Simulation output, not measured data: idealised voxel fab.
process module | voxel capacitor over wiring
cross-section cut | 195 nm wide | cells 5 nm
A cross-section is a grid of square cells, given in bands from the top down. A band is one or more rows of cells.
Each band's line starts with the height of the band's top and of its bottom, in nm. Then come its materials from left to right, each with its width in nm. One material with "throughout" fills the band from edge to edge. "air" is empty space.
Height 0 is the level under which the wafer as received is all one material. The lowest band goes on downwards, as in "0 down".
A width such as "30 to 40" changes by the same amount from each row of cells to the next, from the band's top row to its bottom row.
"no change" after a step means that no cell of the cross-section changed.
closed voids: empty space of 8 cells or more with no open way to the top, each as width x height at its distance from the left edge, in nm
after a step's settings: what the simulator itself notes on the step
overlay nm, on a step with a mask: how far to the right of its planned place the mask lay; to the left if negative
Each pair below shows a cross-section before one step and the cross-section after it, down to the lowest band that changed. The line under each pair gives the step between them, with its settings. The pairs can come from different runs of this module on the same starting wafer, so a pair continues from the pair above only where its "before" says so.
before
  80 to 65: aC 50 | air 20 | aC 125
  65 to 45: SiO2 50 | air 20 | SiO2 125
  45 to 40: SiCN throughout
  40 to 15: SiO2 35 | SiN 5 | W 25 | SiN 5 | SiO2 55 | SiN 5 | W 25 | SiN 5 | SiO2 35
  15 to 10: SiN 40 | TiN 25 | SiN 65 | TiN 25 | SiN 40
  10 to 0: SiO2 throughout
  0 down: Si throughout
  closed voids: none
after
  80 to 65: aC 50 | air 20 | aC 125
  65 to 45: SiO2 50 | air 20 | SiO2 125
  45 to 40: SiCN 50 | air 20 | SiCN 125
  below 40: unchanged
  closed voids: none
the step between: op DIRECTIONAL_ETCH | etch materials SiCN | depth nm 5
before: the cross-section after the pair above
after
  65 to 45: SiO2 50 | air 20 | SiO2 125
  below 45: unchanged
  closed voids: none
the step between: op STRIP | etch materials aC
before: the cross-section after the pair above
after
  65 to 50: SiO2 50 | air 20 | SiO2 125
  50 to 45: SiO2 50 | Ru 20 | SiO2 125
  45 to 40: SiCN 50 | Ru 20 | SiCN 125
  below 40: unchanged
  closed voids: none
the step between: op EPI | material Ru | thk nm 10
before: the cross-section after the pair above
after
  65 to 60: SiO2 50 | air 20 | SiO2 125
  60 to 45: SiO2 50 | Ru 20 | SiO2 125
  below 45: unchanged
  closed voids: none
the step between: op EPI | material Ru | thk nm 10
before: the cross-section after the pair above
after
  65 to 45: SiO2 50 | Ru 20 | SiO2 125
  below 45: unchanged
  closed voids: none
the step between: op EPI | material Ru | thk nm 5
before: the cross-section after the pair above
after
  70 to 65: TiN throughout
  below 65: unchanged
  closed voids: none
the step between: op DIRECTIONAL_DEP | material TiN | thk nm 5
before: the cross-section after the pair above
after
  75 to 70: Al2O3 throughout
  below 70: unchanged
  closed voids: none
the step between: op DIRECTIONAL_DEP | material Al2O3 | thk nm 5
before: the cross-section after the pair above
after
  85 to 75: TiN throughout
  below 75: unchanged
  closed voids: none
the step between: op DIRECTIONAL_DEP | material TiN | thk nm 10
before: the cross-section after the pair above
after
  85 to 75: air 50 | TiN 70 | air 75
  below 75: unchanged
  closed voids: none
the step between: op MASKED_ETCH | tone cover | mask id UPPER_PLATE | width nm 70 | etch materials TiN | depth nm 10 | overlay nm 0
before: the cross-section after the pair above
after
  85 to 75: air 50 | TiN 70 | air 75
  75 to 70: air 50 | Al2O3 70 | air 75
  below 70: unchanged
  closed voids: none
the step between: op MASKED_ETCH | tone cover | mask id UPPER_PLATE | width nm 70 | etch materials Al2O3 | depth nm 5 | overlay nm 0
before: the cross-section after the pair above
after
  85 to 75: air 50 | TiN 70 | air 75
  75 to 70: air 50 | Al2O3 70 | air 75
  70 to 65: air 45 | TiN 80 | air 70
  below 65: unchanged
  closed voids: none
the step between: op MASKED_ETCH | tone cover | mask id LOWER_PLATE | width nm 80 | etch materials TiN | depth nm 5 | overlay nm 0
before: the cross-section after the pair above
after
  105 to 85: SiO2 throughout
  85 to 75: SiO2 50 | TiN 70 | SiO2 75
  75 to 70: SiO2 50 | Al2O3 70 | SiO2 75
  70 to 65: SiO2 45 | TiN 80 | SiO2 70
  below 65: unchanged
  closed voids: none
the step between: op FILL_DEP | material SiO2 | thk nm 20
before: the cross-section after the pair above
after
  100 to 85: SiO2 throughout
  below 85: unchanged
  closed voids: none
the step between: op CMP | height nm 100
before: the cross-section after the pair above
after
  100 to 85: SiO2 60 | air 15 | SiO2 120
  below 85: unchanged
  closed voids: none
the step between: op MASKED_ETCH | tone open | mask id PLUG_2 | width nm 15 | etch materials SiO2 | depth nm 15 | overlay nm 0
before: the cross-section after the pair above
after
  105 to 100: TiN 65 | air 5 | TiN 125
  100 to 90: SiO2 60 | TiN 5 | air 5 | TiN 5 | SiO2 120
  90 to 85: SiO2 60 | TiN 15 | SiO2 120
  below 85: unchanged
  closed voids: none
the step between: op CONFORMAL_DEP | material TiN | thk nm 5
before: the cross-section after the pair above
after
  110 to 105: Ru throughout
  105 to 100: TiN 65 | Ru 5 | TiN 125
  100 to 90: SiO2 60 | TiN 5 | Ru 5 | TiN 5 | SiO2 120
  below 90: unchanged
  closed voids: none
the step between: op FILL_DEP | material Ru | thk nm 5
before: the cross-section after the pair above
after
  100 to 90: SiO2 60 | TiN 5 | Ru 5 | TiN 5 | SiO2 120
  below 90: unchanged
  closed voids: none
the step between: op CMP | height nm 100
before: the cross-section after the pair above
after
  105 to 100: SiCN throughout
  below 100: unchanged
  closed voids: none
the step between: op CONFORMAL_DEP | material SiCN | thk nm 5
before
  40 to 15: W throughout
  15 to 10: TiN throughout
  10 to 0: SiO2 throughout
  0 down: Si throughout
  closed voids: none
after
  55 to 40: air 50 | resist 25 | air 65 | resist 25 | air 30
  below 40: unchanged
  closed voids: none
the step between: op PATTERN | tone cover | mask id METAL_1 | material resist | width nm 25 | pitch nm 90 | thk nm 15 | overlay nm 10
before: the cross-section after the pair above
after
  55 to 40: air 50 | resist 25 | air 65 | resist 25 | air 30
  40 to 15: air 50 | W 25 | air 65 | W 25 | air 30
  below 15: unchanged
  closed voids: none
the step between: op DIRECTIONAL_ETCH | etch materials W | depth nm 25
before: the cross-section after the pair above
after
  55 to 40: air 50 | resist 25 | air 65 | resist 25 | air 30
  40 to 15: air 50 | W 25 | air 65 | W 25 | air 30
  15 to 10: air 50 | TiN 25 | air 65 | TiN 25 | air 30
  below 10: unchanged
  closed voids: none
the step between: op DIRECTIONAL_ETCH | etch materials TiN | depth nm 5
before: the cross-section after the pair above
after
  40 to 15: air 50 | W 25 | air 65 | W 25 | air 30
  below 15: unchanged
  closed voids: none
the step between: op STRIP | etch materials resist
before: the cross-section after the pair above
after
  45 to 40: air 45 | SiN 35 | air 55 | SiN 35 | air 25
  40 to 15: air 45 | SiN 5 | W 25 | SiN 5 | air 55 | SiN 5 | W 25 | SiN 5 | air 25
  15 to 10: SiN 50 | TiN 25 | SiN 65 | TiN 25 | SiN 30
  below 10: unchanged
  closed voids: none
the step between: op CONFORMAL_DEP | material SiN | thk nm 5
before: the cross-section after the pair above
after
  50 to 45: SiO2 throughout
  45 to 40: SiO2 45 | SiN 35 | SiO2 55 | SiN 35 | SiO2 25
  40 to 15: SiO2 45 | SiN 5 | W 25 | SiN 5 | SiO2 55 | SiN 5 | W 25 | SiN 5 | SiO2 25
  below 15: unchanged
  closed voids: none
the step between: op FILL_DEP | material SiO2 | thk nm 5
before: the cross-section after the pair above
after
  40 to 15: SiO2 45 | SiN 5 | W 25 | SiN 5 | SiO2 55 | SiN 5 | W 25 | SiN 5 | SiO2 25
  below 15: unchanged
  closed voids: none
the step between: op CMP | height nm 40
before: the cross-section after the pair above
after
  45 to 40: SiCN throughout
  below 40: unchanged
  closed voids: none
the step between: op CONFORMAL_DEP | material SiCN | thk nm 5
before: the cross-section after the pair above
after
  65 to 45: SiO2 throughout
  below 45: unchanged
  closed voids: none
the step between: op DIRECTIONAL_DEP | material SiO2 | thk nm 20
before: the cross-section after the pair above
after
  80 to 65: aC throughout
  below 65: unchanged
  closed voids: none
the step between: op DIRECTIONAL_DEP | material aC | thk nm 15
before: the cross-section after the pair above
after
  115 to 80: resist 50 | air 15 | resist 130
  below 80: unchanged
  closed voids: none
the step between: op PATTERN | tone open | mask id PLUG_1 | material resist | width nm 15 | thk nm 35 | overlay nm 0
before: the cross-section after the pair above
after
  100 to 80: resist 50 | air 15 | resist 130
  80 to 65: aC 50 | air 15 | aC 130
  below 65: unchanged
  closed voids: none
the step between: op DIRECTIONAL_ETCH | etch materials aC | depth nm 15
before: the cross-section after the pair above
after
  80 to 65: aC 50 | air 15 | aC 130
  below 65: unchanged
  closed voids: none
the step between: op STRIP | etch materials resist
before: the cross-section after the pair above
after
  80 to 65: aC 50 | air 15 | aC 130
  65 to 45: SiO2 50 | air 15 | SiO2 130
  below 45: unchanged
  closed voids: none
the step between: op DIRECTIONAL_ETCH | etch materials SiO2 | depth nm 20
before: the cross-section after the pair above
after
  80 to 65: aC 50 | air 15 | aC 130
  65 to 45: SiO2 50 | air 15 | SiO2 130
  45 to 40: SiCN 50 | air 15 | SiCN 130
  below 40: unchanged
  closed voids: none
the step between: op DIRECTIONAL_ETCH | etch materials SiCN | depth nm 5
before: the cross-section after the pair above
after
  65 to 45: SiO2 50 | air 15 | SiO2 130
  below 45: unchanged
  closed voids: none
the step between: op STRIP | etch materials aC
before: the cross-section after the pair above
after
  65 to 50: SiO2 50 | air 15 | SiO2 130
  50 to 45: SiO2 50 | Ru 15 | SiO2 130
  45 to 40: SiCN 50 | Ru 15 | SiCN 130
  below 40: unchanged
  closed voids: none
the step between: op EPI | material Ru | thk nm 10
before: the cross-section after the pair above
after
  65 to 60: SiO2 50 | air 15 | SiO2 130
  60 to 45: SiO2 50 | Ru 15 | SiO2 130
  below 45: unchanged
  closed voids: none
the step between: op EPI | material Ru | thk nm 10
before: the cross-section after the pair above
after
  65 to 45: SiO2 50 | Ru 15 | SiO2 130
  below 45: unchanged
  closed voids: none
the step between: op EPI | material Ru | thk nm 5
before: the cross-section after the pair above
after
  70 to 65: TiN throughout
  below 65: unchanged
  closed voids: none
the step between: op DIRECTIONAL_DEP | material TiN | thk nm 5
before: the cross-section after the pair above
after
  75 to 70: Al2O3 throughout
  below 70: unchanged
  closed voids: none
the step between: op DIRECTIONAL_DEP | material Al2O3 | thk nm 5
before: the cross-section after the pair above
after
  85 to 75: TiN throughout
  below 75: unchanged
  closed voids: none
the step between: op DIRECTIONAL_DEP | material TiN | thk nm 10
before: the cross-section after the pair above
after
  85 to 75: air 50 | TiN 70 | air 75
  below 75: unchanged
  closed voids: none
the step between: op MASKED_ETCH | tone cover | mask id UPPER_PLATE | width nm 70 | etch materials TiN | depth nm 10 | overlay nm 0
before: the cross-section after the pair above
after
  85 to 75: air 50 | TiN 70 | air 75
  75 to 70: air 50 | Al2O3 70 | air 75
  below 70: unchanged
  closed voids: none
the step between: op MASKED_ETCH | tone cover | mask id UPPER_PLATE | width nm 70 | etch materials Al2O3 | depth nm 5 | overlay nm 0
before: the cross-section after the pair above
after
  85 to 75: air 50 | TiN 70 | air 75
  75 to 70: air 50 | Al2O3 70 | air 75
  70 to 65: air 45 | TiN 80 | air 70
  below 65: unchanged
  closed voids: none
the step between: op MASKED_ETCH | tone cover | mask id LOWER_PLATE | width nm 80 | etch materials TiN | depth nm 5 | overlay nm 0
before: the cross-section after the pair above
after
  105 to 85: SiO2 throughout
  85 to 75: SiO2 50 | TiN 70 | SiO2 75
  75 to 70: SiO2 50 | Al2O3 70 | SiO2 75
  70 to 65: SiO2 45 | TiN 80 | SiO2 70
  below 65: unchanged
  closed voids: none
the step between: op FILL_DEP | material SiO2 | thk nm 20
before: the cross-section after the pair above
after
  100 to 85: SiO2 throughout
  below 85: unchanged
  closed voids: none
the step between: op CMP | height nm 100
before: the cross-section after the pair above
after
  100 to 85: SiO2 60 | air 15 | SiO2 120
  below 85: unchanged
  closed voids: none
the step between: op MASKED_ETCH | tone open | mask id PLUG_2 | width nm 15 | etch materials SiO2 | depth nm 15 | overlay nm 0
before: the cross-section after the pair above
after
  105 to 100: TiN 65 | air 5 | TiN 125
  100 to 90: SiO2 60 | TiN 5 | air 5 | TiN 5 | SiO2 120
  90 to 85: SiO2 60 | TiN 15 | SiO2 120
  below 85: unchanged
  closed voids: none
the step between: op CONFORMAL_DEP | material TiN | thk nm 5
before: the cross-section after the pair above
after
  110 to 105: Ru throughout
  105 to 100: TiN 65 | Ru 5 | TiN 125
  100 to 90: SiO2 60 | TiN 5 | Ru 5 | TiN 5 | SiO2 120
  below 90: unchanged
  closed voids: none
the step between: op FILL_DEP | material Ru | thk nm 5
before: the cross-section after the pair above
after
  100 to 90: SiO2 60 | TiN 5 | Ru 5 | TiN 5 | SiO2 120
  below 90: unchanged
  closed voids: none
the step between: op CMP | height nm 100
before: the cross-section after the pair above
after
  105 to 100: SiCN throughout
  below 100: unchanged
  closed voids: none
the step between: op CONFORMAL_DEP | material SiCN | thk nm 5
before
  10 to 0: SiO2 throughout
  0 down: Si throughout
  closed voids: none
after
  15 to 10: SiCN throughout
  below 10: unchanged
  closed voids: none
the step between: op DIRECTIONAL_DEP | material SiCN | thk nm 5
before: the cross-section after the pair above
after
  40 to 15: W throughout
  below 15: unchanged
  closed voids: none
the step between: op DIRECTIONAL_DEP | material W | thk nm 25
before: the cross-section after the pair above
after
  55 to 40: air 40 | resist 25 | air 65 | resist 25 | air 40
  below 40: unchanged
  closed voids: none
the step between: op PATTERN | tone cover | mask id METAL_1 | material resist | width nm 25 | pitch nm 90 | thk nm 15 | overlay nm 0
before: the cross-section after the pair above
after
  55 to 40: air 40 | resist 25 | air 65 | resist 25 | air 40
  40 to 15: air 40 | W 25 | air 65 | W 25 | air 40
  below 15: unchanged
  closed voids: none
the step between: op DIRECTIONAL_ETCH | etch materials W | depth nm 25
before: the cross-section after the pair above
after
  40 to 15: air 40 | W 25 | air 65 | W 25 | air 40
  below 15: unchanged
  closed voids: none
the step between: op STRIP | etch materials resist
before: the cross-section after the pair above
after
  45 to 40: air 35 | SiN 35 | air 55 | SiN 35 | air 35
  40 to 20: air 35 | SiN 5 | W 25 | SiN 5 | air 55 | SiN 5 | W 25 | SiN 5 | air 35
  20 to 15: SiN 40 | W 25 | SiN 65 | W 25 | SiN 40
  below 15: unchanged
  closed voids: none
the step between: op CONFORMAL_DEP | material SiN | thk nm 5
before: the cross-section after the pair above
after
  50 to 45: SiO2 throughout
  45 to 40: SiO2 35 | SiN 35 | SiO2 55 | SiN 35 | SiO2 35
  40 to 20: SiO2 35 | SiN 5 | W 25 | SiN 5 | SiO2 55 | SiN 5 | W 25 | SiN 5 | SiO2 35
  below 20: unchanged
  closed voids: none
the step between: op FILL_DEP | material SiO2 | thk nm 5
before: the cross-section after the pair above
after
  40 to 20: SiO2 35 | SiN 5 | W 25 | SiN 5 | SiO2 55 | SiN 5 | W 25 | SiN 5 | SiO2 35
  below 20: unchanged
  closed voids: none
the step between: op CMP | height nm 40
before: the cross-section after the pair above
after
  45 to 40: SiCN throughout
  below 40: unchanged
  closed voids: none
the step between: op CONFORMAL_DEP | material SiCN | thk nm 5
before: the cross-section after the pair above
after
  65 to 45: SiO2 throughout
  below 45: unchanged
  closed voids: none
the step between: op DIRECTIONAL_DEP | material SiO2 | thk nm 20
before: the cross-section after the pair above
after
  80 to 65: aC throughout
  below 65: unchanged
  closed voids: none
the step between: op DIRECTIONAL_DEP | material aC | thk nm 15
before: the cross-section after the pair above
after
  115 to 80: resist 50 | air 15 | resist 130
  below 80: unchanged
  closed voids: none
the step between: op PATTERN | tone open | mask id PLUG_1 | material resist | width nm 15 | thk nm 35 | overlay nm 0
before: the cross-section after the pair above
after
  100 to 80: resist 50 | air 15 | resist 130
  80 to 65: aC 50 | air 15 | aC 130
  below 65: unchanged
  closed voids: none
the step between: op DIRECTIONAL_ETCH | etch materials aC | depth nm 15
before: the cross-section after the pair above
after
  80 to 65: aC 50 | air 15 | aC 130
  below 65: unchanged
  closed voids: none
the step between: op STRIP | etch materials resist
before: the cross-section after the pair above
after
  80 to 65: aC 50 | air 15 | aC 130
  65 to 45: SiO2 50 | air 15 | SiO2 130
  below 45: unchanged
  closed voids: none
the step between: op DIRECTIONAL_ETCH | etch materials SiO2 | depth nm 20
before: the cross-section after the pair above
after
  80 to 65: aC 50 | air 15 | aC 130
  65 to 45: SiO2 50 | air 15 | SiO2 130
  45 to 40: SiCN 50 | air 15 | SiCN 130
  below 40: unchanged
  closed voids: none
the step between: op DIRECTIONAL_ETCH | etch materials SiCN | depth nm 5
before: the cross-section after the pair above
after
  65 to 45: SiO2 50 | air 15 | SiO2 130
  below 45: unchanged
  closed voids: none
the step between: op STRIP | etch materials aC
before: the cross-section after the pair above
after
  65 to 50: SiO2 50 | air 15 | SiO2 130
  50 to 45: SiO2 50 | Ru 15 | SiO2 130
  45 to 40: SiCN 50 | Ru 15 | SiCN 130
  below 40: unchanged
  closed voids: none
the step between: op EPI | material Ru | thk nm 10
before: the cross-section after the pair above
after
  65 to 60: SiO2 50 | air 15 | SiO2 130
  60 to 45: SiO2 50 | Ru 15 | SiO2 130
  below 45: unchanged
  closed voids: none
the step between: op EPI | material Ru | thk nm 10
before: the cross-section after the pair above
after
  65 to 45: SiO2 50 | Ru 15 | SiO2 130
  below 45: unchanged
  closed voids: none
the step between: op EPI | material Ru | thk nm 5
before: the cross-section after the pair above
after
  70 to 65: TiN throughout
  below 65: unchanged
  closed voids: none
the step between: op DIRECTIONAL_DEP | material TiN | thk nm 5
before: the cross-section after the pair above
after
  75 to 70: Al2O3 throughout
  below 70: unchanged
  closed voids: none
the step between: op DIRECTIONAL_DEP | material Al2O3 | thk nm 5
before: the cross-section after the pair above
after
  85 to 75: TiN throughout
  below 75: unchanged
  closed voids: none
the step between: op DIRECTIONAL_DEP | material TiN | thk nm 10
before: the cross-section after the pair above
after
  85 to 75: air 50 | TiN 70 | air 75
  below 75: unchanged
  closed voids: none
the step between: op MASKED_ETCH | tone cover | mask id UPPER_PLATE | width nm 70 | etch materials TiN | depth nm 10 | overlay nm 0
before: the cross-section after the pair above
after
  85 to 75: air 50 | TiN 70 | air 75
  75 to 70: air 50 | Al2O3 70 | air 75
  below 70: unchanged
  closed voids: none
the step between: op MASKED_ETCH | tone cover | mask id UPPER_PLATE | width nm 70 | etch materials Al2O3 | depth nm 5 | overlay nm 0
before: the cross-section after the pair above
after
  85 to 75: air 50 | TiN 70 | air 75
  75 to 70: air 50 | Al2O3 70 | air 75
  70 to 65: air 45 | TiN 80 | air 70
  below 65: unchanged
  closed voids: none
the step between: op MASKED_ETCH | tone cover | mask id LOWER_PLATE | width nm 80 | etch materials TiN | depth nm 5 | overlay nm 0
before: the cross-section after the pair above
after
  105 to 85: SiO2 throughout
  85 to 75: SiO2 50 | TiN 70 | SiO2 75
  75 to 70: SiO2 50 | Al2O3 70 | SiO2 75
  70 to 65: SiO2 45 | TiN 80 | SiO2 70
  below 65: unchanged
  closed voids: none
the step between: op FILL_DEP | material SiO2 | thk nm 20
before: the cross-section after the pair above
after
  100 to 85: SiO2 throughout
  below 85: unchanged
  closed voids: none
the step between: op CMP | height nm 100
before: the cross-section after the pair above
after
  100 to 85: SiO2 60 | air 15 | SiO2 120
  below 85: unchanged
  closed voids: none
the step between: op MASKED_ETCH | tone open | mask id PLUG_2 | width nm 15 | etch materials SiO2 | depth nm 15 | overlay nm 0
before: the cross-section after the pair above
after
  105 to 100: TiN 65 | air 5 | TiN 125
  100 to 90: SiO2 60 | TiN 5 | air 5 | TiN 5 | SiO2 120
  90 to 85: SiO2 60 | TiN 15 | SiO2 120
  below 85: unchanged
  closed voids: none
the step between: op CONFORMAL_DEP | material TiN | thk nm 5
before: the cross-section after the pair above
after
  110 to 105: Ru throughout
  105 to 100: TiN 65 | Ru 5 | TiN 125
  100 to 90: SiO2 60 | TiN 5 | Ru 5 | TiN 5 | SiO2 120
  below 90: unchanged
  closed voids: none
the step between: op FILL_DEP | material Ru | thk nm 5
before: the cross-section after the pair above
after
  100 to 90: SiO2 60 | TiN 5 | Ru 5 | TiN 5 | SiO2 120
  below 90: unchanged
  closed voids: none
the step between: op CMP | height nm 100
before: the cross-section after the pair above
after
  105 to 100: SiCN throughout
  below 100: unchanged
  closed voids: none
the step between: op CONFORMAL_DEP | material SiCN | thk nm 5
before
  40 to 15: W throughout
  15 to 10: TiN throughout
  10 to 0: SiO2 throughout
  0 down: Si throughout
  closed voids: none
after
  55 to 40: resist 40 | air 25 | resist 65 | air 25 | resist 40
  below 40: unchanged
  closed voids: none
the step between: op PATTERN | tone open | mask id METAL_1 | material resist | width nm 25 | pitch nm 90 | thk nm 15 | overlay nm 0
before: the cross-section after the pair above
after
  55 to 40: resist 40 | air 25 | resist 65 | air 25 | resist 40
  40 to 15: W 40 | air 25 | W 65 | air 25 | W 40
  below 15: unchanged
  closed voids: none
the step between: op DIRECTIONAL_ETCH | etch materials W | depth nm 25
before: the cross-section after the pair above
after
  55 to 40: resist 40 | air 25 | resist 65 | air 25 | resist 40
  40 to 15: W 40 | air 25 | W 65 | air 25 | W 40
  15 to 10: TiN 40 | air 25 | TiN 65 | air 25 | TiN 40
  below 10: unchanged
  closed voids: none
the step between: op DIRECTIONAL_ETCH | etch materials TiN | depth nm 5
before: the cross-section after the pair above
after
  40 to 15: W 40 | air 25 | W 65 | air 25 | W 40
  below 15: unchanged
  closed voids: none
the step between: op STRIP | etch materials resist
before: the cross-section after the pair above
after
  45 to 40: SiN 45 | air 15 | SiN 75 | air 15 | SiN 45
  40 to 15: W 40 | SiN 5 | air 15 | SiN 5 | W 65 | SiN 5 | air 15 | SiN 5 | W 40
  15 to 10: TiN 40 | SiN 25 | TiN 65 | SiN 25 | TiN 40
  below 10: unchanged
  closed voids: none
the step between: op CONFORMAL_DEP | material SiN | thk nm 5
before: the cross-section after the pair above
after
  50 to 45: SiO2 throughout
  45 to 40: SiN 45 | SiO2 15 | SiN 75 | SiO2 15 | SiN 45
  40 to 15: W 40 | SiN 5 | SiO2 15 | SiN 5 | W 65 | SiN 5 | SiO2 15 | SiN 5 | W 40
  below 15: unchanged
  closed voids: none
the step between: op FILL_DEP | material SiO2 | thk nm 5
before: the cross-section after the pair above
after
  40 to 15: W 40 | SiN 5 | SiO2 15 | SiN 5 | W 65 | SiN 5 | SiO2 15 | SiN 5 | W 40
  below 15: unchanged
  closed voids: none
the step between: op CMP | height nm 40
before: the cross-section after the pair above
after
  45 to 40: SiCN throughout
  below 40: unchanged
  closed voids: none
the step between: op CONFORMAL_DEP | material SiCN | thk nm 5
before: the cross-section after the pair above
after
  65 to 45: SiO2 throughout
  below 45: unchanged
  closed voids: none
the step between: op DIRECTIONAL_DEP | material SiO2 | thk nm 20
before: the cross-section after the pair above
after
  80 to 65: aC throughout
  below 65: unchanged
  closed voids: none
the step between: op DIRECTIONAL_DEP | material aC | thk nm 15
before: the cross-section after the pair above
after
  115 to 80: resist 50 | air 15 | resist 130
  below 80: unchanged
  closed voids: none
the step between: op PATTERN | tone open | mask id PLUG_1 | material resist | width nm 15 | thk nm 35 | overlay nm 0
before: the cross-section after the pair above
after
  100 to 80: resist 50 | air 15 | resist 130
  80 to 65: aC 50 | air 15 | aC 130
  below 65: unchanged
  closed voids: none
the step between: op DIRECTIONAL_ETCH | etch materials aC | depth nm 15
before: the cross-section after the pair above
after
  80 to 65: aC 50 | air 15 | aC 130
  below 65: unchanged
  closed voids: none
the step between: op STRIP | etch materials resist
before: the cross-section after the pair above
after
  80 to 65: aC 50 | air 15 | aC 130
  65 to 45: SiO2 50 | air 15 | SiO2 130
  below 45: unchanged
  closed voids: none
the step between: op DIRECTIONAL_ETCH | etch materials SiO2 | depth nm 20
before: the cross-section after the pair above
after
  80 to 65: aC 50 | air 15 | aC 130
  65 to 45: SiO2 50 | air 15 | SiO2 130
  45 to 40: SiCN 50 | air 15 | SiCN 130
  below 40: unchanged
  closed voids: none
the step between: op DIRECTIONAL_ETCH | etch materials SiCN | depth nm 5
before: the cross-section after the pair above
after
  65 to 45: SiO2 50 | air 15 | SiO2 130
  below 45: unchanged
  closed voids: none
the step between: op STRIP | etch materials aC
before: the cross-section after the pair above
after
  70 to 65: TiN 50 | air 15 | TiN 130
  65 to 45: SiO2 50 | air 15 | SiO2 130
  45 to 40: SiCN 50 | TiN 15 | SiCN 130
  below 40: unchanged
  closed voids: none
the step between: op DIRECTIONAL_DEP | material TiN | thk nm 5
before: the cross-section after the pair above
after
  75 to 70: Al2O3 50 | air 15 | Al2O3 130
  70 to 65: TiN 50 | air 15 | TiN 130
  65 to 50: SiO2 50 | air 15 | SiO2 130
  50 to 45: SiO2 50 | Al2O3 15 | SiO2 130
  below 45: unchanged
  closed voids: none
the step between: op DIRECTIONAL_DEP | material Al2O3 | thk nm 5
before: the cross-section after the pair above
after
  85 to 75: TiN 50 | air 15 | TiN 130
  75 to 70: Al2O3 50 | air 15 | Al2O3 130
  70 to 65: TiN 50 | air 15 | TiN 130
  65 to 60: SiO2 50 | air 15 | SiO2 130
  60 to 50: SiO2 50 | TiN 15 | SiO2 130
  below 50: unchanged
  closed voids: none
the step between: op DIRECTIONAL_DEP | material TiN | thk nm 10
before: the cross-section after the pair above
after
  85 to 75: air 65 | TiN 55 | air 75
  below 75: unchanged
  closed voids: none
the step between: op MASKED_ETCH | tone cover | mask id UPPER_PLATE | width nm 70 | etch materials TiN | depth nm 10 | overlay nm 0
before: the cross-section after the pair above
after
  85 to 75: air 65 | TiN 55 | air 75
  75 to 70: air 65 | Al2O3 55 | air 75
  below 70: unchanged
  closed voids: none
the step between: op MASKED_ETCH | tone cover | mask id UPPER_PLATE | width nm 70 | etch materials Al2O3 | depth nm 5 | overlay nm 0
before: the cross-section after the pair above
after
  85 to 75: air 65 | TiN 55 | air 75
  75 to 70: air 65 | Al2O3 55 | air 75
  70 to 65: air 45 | TiN 5 | air 15 | TiN 60 | air 70
  below 65: unchanged
  closed voids: none
the step between: op MASKED_ETCH | tone cover | mask id LOWER_PLATE | width nm 80 | etch materials TiN | depth nm 5 | overlay nm 0
before: the cross-section after the pair above
after
  105 to 85: SiO2 throughout
  85 to 75: SiO2 65 | TiN 55 | SiO2 75
  75 to 70: SiO2 65 | Al2O3 55 | SiO2 75
  70 to 65: SiO2 45 | TiN 5 | SiO2 15 | TiN 60 | SiO2 70
  65 to 60: SiO2 throughout
  below 60: unchanged
  closed voids: none
the step between: op FILL_DEP | material SiO2 | thk nm 20
before: the cross-section after the pair above
after
  100 to 85: SiO2 throughout
  below 85: unchanged
  closed voids: none
the step between: op CMP | height nm 100
before: the cross-section after the pair above
after
  100 to 85: SiO2 60 | air 15 | SiO2 120
  below 85: unchanged
  closed voids: none
the step between: op MASKED_ETCH | tone open | mask id PLUG_2 | width nm 15 | etch materials SiO2 | depth nm 15 | overlay nm 0
before: the cross-section after the pair above
after
  105 to 100: TiN 65 | air 5 | TiN 125
  100 to 90: SiO2 60 | TiN 5 | air 5 | TiN 5 | SiO2 120
  90 to 85: SiO2 60 | TiN 15 | SiO2 120
  below 85: unchanged
  closed voids: none
the step between: op CONFORMAL_DEP | material TiN | thk nm 5
before: the cross-section after the pair above
after
  110 to 105: Ru throughout
  105 to 100: TiN 65 | Ru 5 | TiN 125
  100 to 90: SiO2 60 | TiN 5 | Ru 5 | TiN 5 | SiO2 120
  below 90: unchanged
  closed voids: none
the step between: op FILL_DEP | material Ru | thk nm 5
before: the cross-section after the pair above
after
  100 to 90: SiO2 60 | TiN 5 | Ru 5 | TiN 5 | SiO2 120
  below 90: unchanged
  closed voids: none
the step between: op CMP | height nm 100
before: the cross-section after the pair above
after
  105 to 100: SiCN throughout
  below 100: unchanged
  closed voids: none
the step between: op CONFORMAL_DEP | material SiCN | thk nm 5
